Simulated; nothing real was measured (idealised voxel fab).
You're looking at the process module voxel self aligned vias.
Cross-section cut: width 205 nm, square cells of 5 nm.
A cross-section in this document is a grid of square cells, and it is written down as bands, the top band listed before the ones below it; a band is made up of one or more rows of cells. Read a band's entry like this: the first values are the height of its top and the height of its bottom in nm, and what follows is the sequence of materials from left to right, each with its width in nm. Note that "air" is empty space, and that a single material marked "throughout" reaches across the band from edge to edge. Heights from 0 (as-received wafer is one material below). Bottom band endless downward, as "top 0, no bottom". Think of "30..40" as a width that walks from the first number to the second as you go down the band, top row to bottom row, taking equal-sized steps from row to row. "all unchanged" after a step means that no cell of the cross-section changed. Under "Enclosed internal voids" you'll find the enclosed gaps, the ones with no way out to the top, that are 8 cells or bigger; each reads width x height at distance, with distance counted from the left edge, everything in nm. That trailing text on a step's line, after the settings, is the simulator's own remark on the step. overlay nm, on a step with a mask: how far to the right of its planned place the mask lay; to the left if negative.
This section lists the process steps that were planned:
1 RECEIVE | material Si
2 CONFORMAL_DEP | material SiO2 | thk nm 15
3 CONFORMAL_DEP | material SiCN | thk nm 5
4 DIRECTIONAL_DEP | material SiO2 | thk nm 25
5 MASKED_ETCH | tone open | mask id LINES | width nm 20 | pitch nm 70 | etch materials SiO2 | depth nm 25 | overlay nm 0
6 CONFORMAL_DEP | material TiN | thk nm 5
7 FILL_DEP | material W | thk nm 10
8 CMP | height nm 45
9 SELECTIVE_ETCH | etch materials W Ru TiN | depth nm 5
10 FILL_DEP | material SiN | thk nm 5
11 CMP | height nm 45
12 DIRECTIONAL_DEP | material SiO2 | thk nm 15
13 PATTERN | tone open | mask id VIAS | material resist | width nm 40 | thk nm 20 | overlay nm 0
14 DIRECTIONAL_ETCH | etch materials SiO2 | depth nm 15
15 DIRECTIONAL_ETCH | etch materials SiN | depth nm 5
16 STRIP | etch materials resist
17 CONFORMAL_DEP | material TiN | thk nm 5
18 FILL_DEP | material W | thk nm 5
19 CMP | height nm 60
20 CONFORMAL_DEP | material SiN | thk nm 5
Wafer cross-section on receipt, i.e. after step 1:
top 0, no bottom: Si throughout
Enclosed internal voids: none
First of two wafers at the end of the module, shown in cross-section; run carried out as planned:
top 65, bottom 60: SiN throughout
top 60, bottom 50: SiO2 45 nm, TiN 5 nm, W 30 nm, TiN 5 nm, SiO2 120 nm
top 50, bottom 45: SiO2 45 nm, TiN 15 nm, W 10 nm, TiN 15 nm, SiO2 120 nm
top 45, bottom 40: SiO2 55 nm, TiN 20 nm, SiO2 50 nm, SiN 20 nm, SiO2 60 nm
top 40, bottom 25: SiO2 55 nm, TiN 5 nm, W 10 nm, TiN 5 nm, SiO2 50 nm, TiN 5 nm, W 10 nm, TiN 5 nm, SiO2 60 nm
top 25, bottom 20: SiO2 55 nm, TiN 20 nm, SiO2 50 nm, TiN 20 nm, SiO2 60 nm
top 20, bottom 15: SiCN throughout
top 15, bottom 0: SiO2 throughout
top 0, no bottom: Si throughout
Enclosed internal voids: none
Cross-section of the latter of the two wafers at module completion. It had an identical start and an identical plan to the former; in running it, one mistake was made:
top 65, bottom 60: SiN throughout
top 60, bottom 50: SiO2 45 nm, TiN 5 nm, W 30 nm, TiN 5 nm, SiO2 120 nm
top 50, bottom 45: SiO2 45 nm, TiN 40 nm, SiO2 120 nm
top 45, bottom 40: SiCN throughout
top 40, bottom 0: SiO2 throughout
top 0, no bottom: Si throughout
Enclosed internal voids: none
Heads up, the wafer didn't run the way we planned it: swap of plan steps 3 and 4 during execution
at the end the second wafer has, in cells: -4 SiN | +40 SiO2 | -22 TiN | -14 W
